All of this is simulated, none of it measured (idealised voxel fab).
The document below concerns the process module designated voxel capacitor over wiring.
Cross-section cut spans 200 nm and uses square cells 5 nm in size.
Cross-section, as written here: a square-cell grid given band by band from the top down, where a band holds one or more rows of cells. What a band's entry tells you: where the top is and where the bottom is, as heights in nm, and after that what lies inside, material by material from left to right, each with its width in nm. Empty space is written as the word "air", and a single material marked with the word "full width" occupies the band from edge to edge. Convention: height 0 is the level below which the wafer, as received, is all one material. The lowest band does not terminate at the bottom but continues downward, represented as "0..down". The width entry "30 to 40" should be interpreted row by row: the top row of cells in the band takes the first number, the bottom row takes the second number, and the change between adjacent rows is uniform throughout. For the purposes of this document, the phrase "same as before" attached to a step denotes that no cell within the cross-section was modified by that step. Entry "Trapped voids". Content: empty spaces with no open connection to the top, size 8 cells or greater. Each: width x height at distance. Distance: from left edge. Unit: nm. On each step's line, the part that comes after the settings is the simulator's own comment on the step. The setting "overlay nm" may be written on the line of a step. When the step uses a mask, the value reports how far to the right of the planned place the mask lay, and a negative value reports that it lay to the left.
### plan
1 RECEIVE | material Si
2 CONFORMAL_DEP | material SiO2 | thk nm 15
3 DIRECTIONAL_DEP | material TiN | thk nm 5
4 DIRECTIONAL_DEP | material W | thk nm 25
5 MASKED_ETCH | tone cover | mask id METAL_1 | width nm 20 | pitch nm 90 | etch materials W | depth nm 25 | overlay nm -15
6 MASKED_ETCH | tone cover | mask id METAL_1 | width nm 20 | pitch nm 90 | etch materials TiN | depth nm 5 | overlay nm 0
7 FILL_DEP | material SiO2 | thk nm 10
8 CMP | height nm 45
9 CONFORMAL_DEP | material SiCN | thk nm 5
10 DIRECTIONAL_DEP | material SiO2 | thk nm 20
11 DIRECTIONAL_DEP | material aC | thk nm 10
12 PATTERN | tone open | mask id PLUG_1 | material resist | width nm 15 | thk nm 25 | overlay nm 0
13 DIRECTIONAL_ETCH | etch materials aC | depth nm 10
14 STRIP | etch materials resist
15 DIRECTIONAL_ETCH | etch materials SiO2 | depth nm 20
16 DIRECTIONAL_ETCH | etch materials SiCN | depth nm 5
17 STRIP | etch materials aC
18 CONFORMAL_DEP | material TiN | thk nm 5
19 FILL_DEP | material W | thk nm 5
20 CMP | height nm 70
21 DIRECTIONAL_DEP | material TiN | thk nm 10
22 DIRECTIONAL_DEP | material HfO2 | thk nm 5
23 DIRECTIONAL_DEP | material TiN | thk nm 5
24 DIRECTIONAL_DEP | material aC | thk nm 15
25 PATTERN | tone cover | mask id UPPER_PLATE | material resist | width nm 75 | thk nm 30 | overlay nm 0
26 DIRECTIONAL_ETCH | etch materials aC | depth nm 15
27 STRIP | etch materials resist
28 DIRECTIONAL_ETCH | etch materials TiN | depth nm 5
29 DIRECTIONAL_ETCH | etch materials HfO2 | depth nm 5
30 STRIP | etch materials aC
31 PATTERN | tone cover | mask id LOWER_PLATE | material resist | width nm 85 | thk nm 20 | overlay nm 0
32 DIRECTIONAL_ETCH | etch materials TiN | depth nm 10
33 STRIP | etch materials resist
34 FILL_DEP | material SiO2 | thk nm 20
35 CMP | height nm 105
36 DIRECTIONAL_DEP | material aC | thk nm 15
37 PATTERN | tone open | mask id PLUG_2 | material resist | width nm 15 | thk nm 35 | overlay nm 0
38 DIRECTIONAL_ETCH | etch materials aC | depth nm 15
39 STRIP | etch materials resist
40 DIRECTIONAL_ETCH | etch materials SiO2 | depth nm 15
41 STRIP | etch materials aC
42 CONFORMAL_DEP | material TiN | thk nm 5
43 FILL_DEP | material Cu | thk nm 5
44 CMP | height nm 105
45 CONFORMAL_DEP | material SiN | thk nm 5
Be aware that, although all wafers share a common starting state, the overlay nm at step 5 differs among them, and the plan displays the first wafer's value.
### The first of several wafers in cross-section, exactly as it reached us after step 1
    0..down  Si full width
    Trapped voids: none
### Heads up, this table goes wafer by wafer. A row tells you, at the end of the module, how many cells of each material that wafer has put on (+) or dropped (-) since it was received, and then its closed voids
overlay nm -15, +2 Cu, +15 HfO2, +37 SiCN, +40 SiN, +661 SiO2, +81 TiN, +44 W, Trapped voids: none
overlay nm -10, +2 Cu, +15 HfO2, +37 SiCN, +40 SiN, +663 SiO2, +79 TiN, +44 W, Trapped voids: none
overlay nm -5, +2 Cu, +15 HfO2, +37 SiCN, +40 SiN, +665 SiO2, +77 TiN, +44 W, Trapped voids: none
overlay nm 0, +2 Cu, +15 HfO2, +37 SiCN, +40 SiN, +667 SiO2, +75 TiN, +44 W, Trapped voids: none
overlay nm 5, +2 Cu, +15 HfO2, +37 SiCN, +40 SiN, +665 SiO2, +77 TiN, +44 W, Trapped voids: none
overlay nm 10, +2 Cu, +15 HfO2, +37 SiCN, +40 SiN, +663 SiO2, +79 TiN, +44 W, Trapped voids: none
overlay nm 15, +2 Cu, +15 HfO2, +37 SiCN, +40 SiN, +661 SiO2, +81 TiN, +44 W, Trapped voids: none
